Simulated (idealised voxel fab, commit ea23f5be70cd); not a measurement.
Process module under the name voxel lift off
The figure presents cross-section cut, which has a width of 185 nm and is divided into square cells with an edge length of 5 nm.
In this document a cross-section is written as a grid of square cells. It is given as a series of bands, listed from the top down, and a band is one or more rows of cells.
It is stipulated that each band's entry specify, in nanometres, the height of the top of the band and then that of its bottom, followed by the materials of the band in left-to-right sequence, each together with its width in nanometres. A single material marked by the word "edge to edge" is understood to fill the band from edge to edge; the word "empty" is understood to denote empty space.
A quick word on heights: they are counted from 0, and under that level the wafer as it came to us is one material throughout. The lowest band is different from the rest in having no bottom; it simply continues downward, written as in "0 -> down".
With a width like "30 to 40", each row of cells in the band differs from the next by the same amount, the top row carrying the first number and the bottom row the second.
Reading "nothing altered" for a step: not a cell of the cross-section changed in it.
Each empty space that has no open way to the top and spans at least 8 cells appears under "Sealed internal voids" as width x height at distance, the distance counted from the left edge, all in nm.
On a step's line, text after the settings is the simulator commenting on that step.
The optional step-line setting "overlay nm" applies to steps with a mask and quantifies how far to the right of its planned location the mask lay, a negative value indicating leftward placement.

Here's what the planned process steps look like:
1) RECEIVE with material Si
2) CONFORMAL_DEP with material SiO2, thk nm 15
3) PATTERN with tone open, mask id LINES, material resist, width nm 25, pitch nm 55, thk nm 25, overlay nm 0
4) DIRECTIONAL_DEP with material Ru, thk nm 10
5) STRIP with etch materials resist
6) CONFORMAL_DEP with material SiO2, thk nm 10

As received (post step 1): cross-section:
    0 -> down: Si edge to edge
    Sealed internal voids: none

Post-module cross-section of the first of two wafers (run per plan):
    35 -> 25: empty 40 / SiO2 45 / empty 10 / SiO2 45 / empty 45
    25 -> 15: SiO2 50 / Ru 25 / SiO2 30 / Ru 25 / SiO2 55
    15 -> 0: SiO2 edge to edge
    0 -> down: Si edge to edge
    Sealed internal voids: none

Here is the second of the two wafers cut open at the end of the module - same start, same plan as the first one, but we made one mistake running it:
    35 -> 25: empty 40 / Ru 45 / empty 10 / Ru 45 / empty 45
    25 -> 15: Ru edge to edge
    15 -> 0: SiO2 edge to edge
    0 -> down: Si edge to edge
    Sealed internal voids: none
Which mistake was made when the wafer was run? it should be noted that step 6 was executed with settings other than those planned, the operation and settings actually applied being CONFORMAL_DEP with material Ru, thk nm 10
Count the cells at the end and the second wafer has more or fewer of some materials than the first: +90 Ru | -90 SiO2
